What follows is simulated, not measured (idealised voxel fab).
Title: Process Module voxel transistor to metal
Section shown: cut. Width: 155 nm. Cell size: 5 nm, square.
A cross-section is a grid of square cells, given in bands from the top down. A band is one or more rows of cells.
Heads up on the band format: heights come first, top then bottom, in nm. After that it's the materials left to right, each with its width in nm. A single material flagged "everywhere" fills the whole band edge to edge, and "air" means there's empty space there.
Counting heights begins at 0, where everything beneath is, in the wafer as received, one material. The lowest band has no bottom; it goes on downwards, as "0 down" shows.
Per-row width for "30..40": begins at first number (top row of band), ends at second number (bottom row), increment between rows held constant.
"remained unchanged" means the step left every cell of the cross-section as it was.
What "Closed internal cavities" gives you is every empty space of 8 cells or more that is cut off from the top. Each appears as width x height at distance, with the distance taken from the left edge and width, height and distance all in nm.
after a step's settings: what the simulator itself notes on the step
overlay nm: mask right of planned place by this much (step with mask). Neg. = left.
The planned process steps are enumerated hereunder:
1) RECEIVE | material Si
2) CONFORMAL_DEP | material SiO2 | thk nm 5
3) CONFORMAL_DEP | material SiN | thk nm 15
4) PATTERN | tone cover | mask id ACTIVE | material resist | width nm 105 | thk nm 15 | overlay nm 0
5) DIRECTIONAL_ETCH | etch materials SiN | depth nm 15
6) DIRECTIONAL_ETCH | etch materials SiO2 | depth nm 5
7) DIRECTIONAL_ETCH | etch materials Si | depth nm 20
8) STRIP | etch materials resist
9) OXIDIZE | depth nm 5
10) FILL_DEP | material SiO2 | thk nm 15
11) CMP | height nm 20
12) SELECTIVE_ETCH | etch materials SiO2 | depth nm 15
13) STRIP | etch materials SiN
14) SELECTIVE_ETCH | etch materials SiO2 | depth nm 5
15) OXIDIZE | depth nm 5
16) DIRECTIONAL_DEP | material polySi | thk nm 30
17) DIRECTIONAL_DEP | material SiCN | thk nm 10
18) DIRECTIONAL_DEP | material aC | thk nm 10
19) PATTERN | tone cover | mask id GATE | material resist | width nm 25 | thk nm 30 | overlay nm 0
20) DIRECTIONAL_ETCH | etch materials aC | depth nm 10
21) STRIP | etch materials resist
22) DIRECTIONAL_ETCH | etch materials SiCN | depth nm 20
23) DIRECTIONAL_ETCH | etch materials polySi | depth nm 40
24) STRIP | etch materials aC
25) CONFORMAL_DEP | material SiO2 | thk nm 5
26) DIRECTIONAL_ETCH | etch materials SiO2 | depth nm 5
27) CONFORMAL_DEP | material SiN | thk nm 10
28) DIRECTIONAL_ETCH | etch materials SiN | depth nm 10
29) DIRECTIONAL_ETCH | etch materials SiO2 | depth nm 5
30) DIRECTIONAL_ETCH | etch materials Si | depth nm 15
31) EPI | material nSi | thk nm 15
32) FILL_DEP | material SiO2 | thk nm 10
33) CMP | height nm 40
34) DIRECTIONAL_DEP | material SiO2 | thk nm 15
35) PATTERN | tone open | mask id CONTACT | material resist | width nm 30 | pitch nm 65 | thk nm 20 | overlay nm 0
36) DIRECTIONAL_ETCH | etch materials SiO2 | depth nm 60
37) STRIP | etch materials resist
38) CONFORMAL_DEP | material TiN | thk nm 5
39) FILL_DEP | material Ru | thk nm 5
40) CMP | height nm 55
41) CONFORMAL_DEP | material SiCN | thk nm 5
42) DIRECTIONAL_DEP | material SiO2 | thk nm 25
43) MASKED_ETCH | tone open | mask id METAL_1 | width nm 20 | pitch nm 75 | etch materials SiO2 | depth nm 25 | overlay nm 0
44) MASKED_ETCH | tone open | mask id METAL_1 | width nm 20 | pitch nm 75 | etch materials SiCN | depth nm 5 | overlay nm 0
45) CONFORMAL_DEP | material TiN | thk nm 5
46) FILL_DEP | material Cu | thk nm 5
47) CMP | height nm 85
48) CONFORMAL_DEP | material SiN | thk nm 5
Wafer cross-section on receipt, i.e. after step 1:
  0 down | Si everywhere
  Closed internal cavities: none
End-of-module cross-section. Starting structure and process plan as above; one mistake made in running it:
  90 to 85 | SiN everywhere
  85 to 60 | 30 nm SiO2 / 5 nm TiN / 10 nm Cu / 5 nm TiN / 55 nm SiO2 / 5 nm TiN / 10 nm Cu / 5 nm TiN / 30 nm SiO2
  60 to 55 | 30 nm SiCN / 20 nm TiN / 55 nm SiCN / 20 nm TiN / 30 nm SiCN
  55 to 45 | 30 nm SiO2 / 5 nm TiN / 20 nm Ru / 5 nm TiN / 35 nm SiO2 / 5 nm TiN / 20 nm Ru / 5 nm TiN / 30 nm SiO2
  45 to 40 | 30 nm SiO2 / 5 nm TiN / 10 nm Ru / 15 nm TiN / 35 nm SiO2 / 15 nm TiN / 10 nm Ru / 5 nm TiN / 30 nm SiO2
  40 to 30 | 30 nm SiO2 / 5 nm TiN / 10 nm Ru / 5 nm TiN / 10 nm SiN / 5 nm SiO2 / 25 nm SiCN / 5 nm SiO2 / 10 nm SiN / 5 nm TiN / 10 nm Ru / 5 nm TiN / 30 nm SiO2
  30 to 15 | 30 nm SiO2 / 5 nm TiN / 10 nm Ru / 5 nm TiN / 10 nm SiN / 5 nm SiO2 / 25 nm polySi / 5 nm SiO2 / 10 nm SiN / 5 nm TiN / 10 nm Ru / 5 nm TiN / 30 nm SiO2
  15 to 10 | 30 nm SiO2 / 20 nm TiN / 10 nm SiN / 5 nm SiO2 / 25 nm polySi / 5 nm SiO2 / 10 nm SiN / 20 nm TiN / 30 nm SiO2
  10 to 0 | 30 nm SiO2 / 5 nm TiN / 15 nm nSi / 10 nm SiN / 5 nm SiO2 / 25 nm polySi / 5 nm SiO2 / 10 nm SiN / 15 nm nSi / 5 nm TiN / 30 nm SiO2
  0 to -5 | 15 nm SiO2 / 10 nm SiN / 5 nm SiO2 / 5 nm TiN / 15 nm nSi / 55 nm SiO2 / 15 nm nSi / 5 nm TiN / 5 nm SiO2 / 10 nm SiN / 15 nm SiO2
  -5 to -15 | 15 nm SiO2 / 10 nm SiN / 10 nm SiO2 / 15 nm nSi / 55 nm Si / 15 nm nSi / 10 nm SiO2 / 10 nm SiN / 15 nm SiO2
  -15 to -20 | 35 nm SiO2 / 15 nm nSi / 55 nm Si / 15 nm nSi / 35 nm SiO2
  -20 to -25 | 30 nm SiO2 / 95 nm Si / 30 nm SiO2
  -25 down | Si everywhere
  Closed internal cavities: none
Where did the run depart from the plan? step 12 of the plan was carried out twice
